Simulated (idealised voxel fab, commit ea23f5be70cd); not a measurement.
The document below concerns the process module designated voxel capacitor over wiring.
We display cut, a cross-section 295 nm in width whose square cells are each 5 nm.
Cross-section format: a grid of square cells, given as bands from top to bottom; each band is one or more rows of cells. Top height, bottom height, nm. Materials left to right, width each, nm. Single material + "throughout" = fills band edge to edge. "empty" = empty. Counting heights begins at 0, where everything beneath is, in the wafer as received, one material. The lowest band has no bottom; it goes on downwards, as "0 and below" shows. Width: "30..40" (first number = top row, second number = bottom row, same change from row to row of cells). Step note "changes: none" = no cross-section cell changed. Heads up: "Sealed-off cavities" only lists the empty pockets with no open path to the top that are 8 cells or more, and it writes them as width x height at distance, distance from the left edge, in nm. The remark found on a step's line after its settings is issued by the simulator itself and pertains to that step. On any step carrying a mask, the "overlay nm" setting, if present on the step's line, tells how far right of its planned place the mask lay; negative values point to the left.
[Steps in the process plan]
- 1: RECEIVE [material Si]
- 2: CONFORMAL_DEP [material SiO2] [thk nm 15]
- 3: CONFORMAL_DEP [material SiCN] [thk nm 5]
- 4: DIRECTIONAL_DEP [material SiO2] [thk nm 25]
- 5: PATTERN [tone open] [mask id METAL_1] [material resist] [width nm 30] [pitch nm 95] [thk nm 20] [overlay nm 0]
- 6: DIRECTIONAL_ETCH [etch materials SiO2] [depth nm 25]
- 7: DIRECTIONAL_ETCH [etch materials SiCN] [depth nm 5]
- 8: STRIP [etch materials resist]
- 9: CONFORMAL_DEP [material TiN] [thk nm 5]
- 10: FILL_DEP [material Cu] [thk nm 10]
- 11: CMP [height nm 45]
- 12: CONFORMAL_DEP [material SiCN] [thk nm 5]
- 13: DIRECTIONAL_DEP [material SiO2] [thk nm 10]
- 14: MASKED_ETCH [tone open] [mask id PLUG_1] [width nm 15] [etch materials SiO2] [depth nm 10] [overlay nm 0]
- 15: MASKED_ETCH [tone open] [mask id PLUG_1] [width nm 15] [etch materials SiCN] [depth nm 5] [overlay nm 0]
- 16: EPI [material Ru] [thk nm 10]
- 17: EPI [material Ru] [thk nm 5]
- 18: DIRECTIONAL_DEP [material TiN] [thk nm 5]
- 19: DIRECTIONAL_DEP [material SiN] [thk nm 5]
- 20: DIRECTIONAL_DEP [material TiN] [thk nm 5]
- 21: MASKED_ETCH [tone cover] [mask id UPPER_PLATE] [width nm 70] [etch materials TiN] [depth nm 5] [overlay nm 0]
- 22: MASKED_ETCH [tone cover] [mask id UPPER_PLATE] [width nm 70] [etch materials SiN] [depth nm 5] [overlay nm 0]
- 23: DIRECTIONAL_DEP [material aC] [thk nm 15]
- 24: PATTERN [tone cover] [mask id LOWER_PLATE] [material resist] [width nm 80] [thk nm 35] [overlay nm 0]
- 25: DIRECTIONAL_ETCH [etch materials aC] [depth nm 15]
- 26: STRIP [etch materials resist]
- 27: DIRECTIONAL_ETCH [etch materials TiN] [depth nm 5]
- 28: STRIP [etch materials aC]
- 29: FILL_DEP [material SiO2] [thk nm 15]
- 30: CMP [height nm 85]
- 31: DIRECTIONAL_DEP [material aC] [thk nm 10]
- 32: PATTERN [tone open] [mask id PLUG_2] [material resist] [width nm 15] [thk nm 25] [overlay nm 0]
- 33: DIRECTIONAL_ETCH [etch materials aC] [depth nm 10]
- 34: STRIP [etch materials resist]
- 35: DIRECTIONAL_ETCH [etch materials SiO2] [depth nm 10]
- 36: STRIP [etch materials aC]
- 37: CONFORMAL_DEP [material TiN] [thk nm 5]
- 38: FILL_DEP [material Ru] [thk nm 5]
- 39: CMP [height nm 85]
- 40: CONFORMAL_DEP [material SiCN] [thk nm 5]
[Step 1 complete: cross-section of the wafer as received]
- 0 and below  Si throughout
- Sealed-off cavities: none
[End-of-module cross-section of the first of two wafers, processed as planned]
- 90 down to 85  SiCN throughout
- 85 down to 80  110 SiO2 | 5 TiN | 5 Ru | 5 TiN | 170 SiO2
- 80 down to 70  110..100 SiO2 | 15..70 TiN | 170..125 SiO2
- 70 down to 65  100 SiO2 | 70 SiN | 125 SiO2
- 65 down to 60  95 SiO2 | 80 TiN | 120 SiO2
- 60 down to 50  100 SiO2 | 15 Ru | 180 SiO2
- 50 down to 45  100 SiCN | 15 Ru | 180 SiCN
- 45 down to 20  85 SiO2 | 5 TiN | 20 Cu | 5 TiN | 65 SiO2 | 5 TiN | 20 Cu | 5 TiN | 85 SiO2
- 20 down to 15  85 SiCN | 30 TiN | 65 SiCN | 30 TiN | 85 SiCN
- 15 down to 0  SiO2 throughout
- 0 and below  Si throughout
- Sealed-off cavities: none
[Second wafer through the module, sectioned at the end: same beginning and same plan as the first wafer, with one mistake in carrying it out]
- 90 down to 85  SiCN throughout
- 85 down to 80  110 SiO2 | 5 TiN | 5 Ru | 5 TiN | 170 SiO2
- 80 down to 70  110..100 SiO2 | 15..25 TiN | 170 SiO2
- 70 down to 65  100 SiO2 | 25 SiN | 170 SiO2
- 65 down to 60  95 SiO2 | 75 TiN | 125 SiO2
- 60 down to 55  90 SiO2 | 35 Ru | 45 SiN | 125 SiO2
- 55 down to 50  90 SiO2 | 35 Ru | 50 TiN | 120 SiO2
- 50 down to 45  100 SiCN | 15 Ru | 180 SiCN
- 45 down to 20  85 SiO2 | 5 TiN | 20 Cu | 5 TiN | 65 SiO2 | 5 TiN | 20 Cu | 5 TiN | 85 SiO2
- 20 down to 15  85 SiCN | 30 TiN | 65 SiCN | 30 TiN | 85 SiCN
- 15 down to 0  SiO2 throughout
- 0 and below  Si throughout
- Sealed-off cavities: none
In executing the process, a mistake was made relative to the plan: step 13 of the plan never got run, it was skipped over
Bottom line after processing is that, in cells, the second wafer is up or down on some materials versus the first: +8 Ru, -8 SiO2
